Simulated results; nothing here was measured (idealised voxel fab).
A process module follows: voxel self aligned contacts.
Square cell edge 5 nm, section width 145 nm, ID cut.
For the purposes of this document, a cross-section shall be understood as a grid of square cells, specified as bands listed in top-to-bottom order, each band consisting of one or more rows of cells.
Basically the band line says how high the top is and how high the bottom is, in nm, and then what's in it from left to right, every material with its width in nm. Empty space shows up as "air", and if a single material carries "full width" it runs the full band edge to edge.
A quick word on heights: they are counted from 0, and under that level the wafer as it came to us is one material throughout. The lowest band is different from the rest in having no bottom; it simply continues downward, written as in "z 0 and below".
Per-row width for "30..40": begins at first number (top row of band), ends at second number (bottom row), increment between rows held constant.
Basically "left unchanged" means that step didn't change any cell in the cross-section.
In "Sealed void listing" the enclosed voids are listed, meaning empty spaces of 8 cells or larger without any opening to the top. The form is width x height at distance, distance from the left edge, units nm.
The remark found on a step's line after its settings is issued by the simulator itself and pertains to that step.
overlay nm: on a step with a mask, how far right of its planned place the mask lay; negative means left.
[The steps planned for the process are as follows]
1,RECEIVE with material Si
2,CONFORMAL_DEP with material SiO2, thk nm 5
3,DIRECTIONAL_DEP with material polySi, thk nm 30
4,DIRECTIONAL_DEP with material SiN, thk nm 20
5,DIRECTIONAL_DEP with material aC, thk nm 15
6,PATTERN with tone cover, mask id GATE, material resist, width nm 30, pitch nm 55, thk nm 30, overlay nm 0
7,DIRECTIONAL_ETCH with etch materials aC, depth nm 15
8,STRIP with etch materials resist
9,DIRECTIONAL_ETCH with etch materials SiN, depth nm 20
10,DIRECTIONAL_ETCH with etch materials polySi, depth nm 30
11,STRIP with etch materials aC
12,CONFORMAL_DEP with material SiN, thk nm 5
13,DIRECTIONAL_ETCH with etch materials SiN, depth nm 5
14,FILL_DEP with material SiO2, thk nm 10
15,CMP with height nm 60
16,MASKED_ETCH with tone open, mask id CONTACT, width nm 25, etch materials SiO2, depth nm 60, overlay nm 0
17,CONFORMAL_DEP with material TiN, thk nm 5
18,FILL_DEP with material W, thk nm 10
19,CMP with height nm 60
20,CONFORMAL_DEP with material SiN, thk nm 5
It is noted that the wafers described herein are identical at the outset and are distinguished by the width nm of step 16; the value stated in the plan corresponds to the first wafer.
[Here's the first of the wafers in cross-section, just as we got it, i.e. after step 1]
* z 0 and below: Si full width
* Sealed void listing: none
[Table: wafers, a row each; end-of-module cell change per material since receipt, gain (+), loss (-); then closed voids]
width nm 25 | +117 SiN | +150 SiO2 | +27 TiN | +11 W | +72 polySi | Sealed void listing: none
width nm 30 | +117 SiN | +149 SiO2 | +28 TiN | +11 W | +72 polySi | Sealed void listing: none
width nm 35 | +117 SiN | +148 SiO2 | +29 TiN | +11 W | +72 polySi | Sealed void listing: none
width nm 40 | +117 SiN | +147 SiO2 | +30 TiN | +11 W | +72 polySi | Sealed void listing: none
width nm 45 | +117 SiN | +146 SiO2 | +31 TiN | +11 W | +72 polySi | Sealed void listing: none
width nm 50 | +117 SiN | +145 SiO2 | +32 TiN | +11 W | +72 polySi | Sealed void listing: none
